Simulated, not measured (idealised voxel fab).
This section sets out a process module, namely voxel trench capacitor.
The width of the displayed cross-section, cut, is 285 nm; its cells are square, with a size of 5 nm.
A cross-section in this document is a grid of square cells, and it is written down as bands, the top band listed before the ones below it; a band is made up of one or more rows of cells.
Per band: top height and bottom height in nm, followed by the left-to-right materials and their widths in nm; "everywhere" marks a single material spanning edge to edge, "air" marks empty space.
Heights are reckoned from 0. Under this level, the received wafer is all of one material. The bottommost band is open-ended downward, for example "from 0 down".
So if you see something like "30->40" for the width, read it as the top row of the band sitting at the first number and the bottom row at the second, with every row in between moving by the same amount as the last.
You'll sometimes find "no modifications" written for a step, and that's the way of saying that nowhere in the cross-section did a cell change during that step.
Look at "Cavities, closed" for the closed voids: empty spaces with no open path to the top, sized 8 cells or up. Each is width x height at distance, distance from the left edge, all nm.
On a step's line, text after the settings is the simulator commenting on that step.
overlay nm: on a step with a mask, how far right of its planned place the mask lay; negative means left.

PLANNED STEP LIST FOR THE PROCESS
step 1: RECEIVE | material Si
step 2: CONFORMAL_DEP | material SiN | thk nm 10
step 3: PATTERN | tone open | mask id TRENCH | material resist | width nm 20 | pitch nm 50 | thk nm 15 | overlay nm 0
step 4: DIRECTIONAL_ETCH | etch materials SiN | depth nm 10
step 5: DIRECTIONAL_ETCH | etch materials Si | depth nm 35
step 6: STRIP | etch materials resist
step 7: CONFORMAL_DEP | material SiO2 | thk nm 5
step 8: FILL_DEP | material polySi | thk nm 5
step 9: CMP | height nm 10

INCOMING WAFER, CROSS-SECTIONAL VIEW, POST STEP 1
- from 0 down  Si everywhere
- Cavities, closed: none

SAME STARTING WAFER, SAME PLAN AS ABOVE, ONE MISTAKE IN THE EXECUTION; THIS IS THE CROSS-SECTION AT THE END OF THE MODULE
- from 10 to 0  SiN: 110, SiO2: 5, polySi: 5, SiO2: 5, SiN: 35, SiO2: 5, polySi: 5, SiO2: 5, SiN: 110
- from 0 to -30  Si: 110, SiO2: 5, polySi: 5, SiO2: 5, Si: 35, SiO2: 5, polySi: 5, SiO2: 5, Si: 110
- from -30 to -35  Si: 110, SiO2: 15, Si: 35, SiO2: 15, Si: 110
- from -35 down  Si everywhere
- Cavities, closed: none
Short version of what went wrong: step 3 changed vs plan, executed as PATTERN | tone open | mask id TRENCH | material resist | width nm 15 | pitch nm 50 | thk nm 15 | overlay nm 0
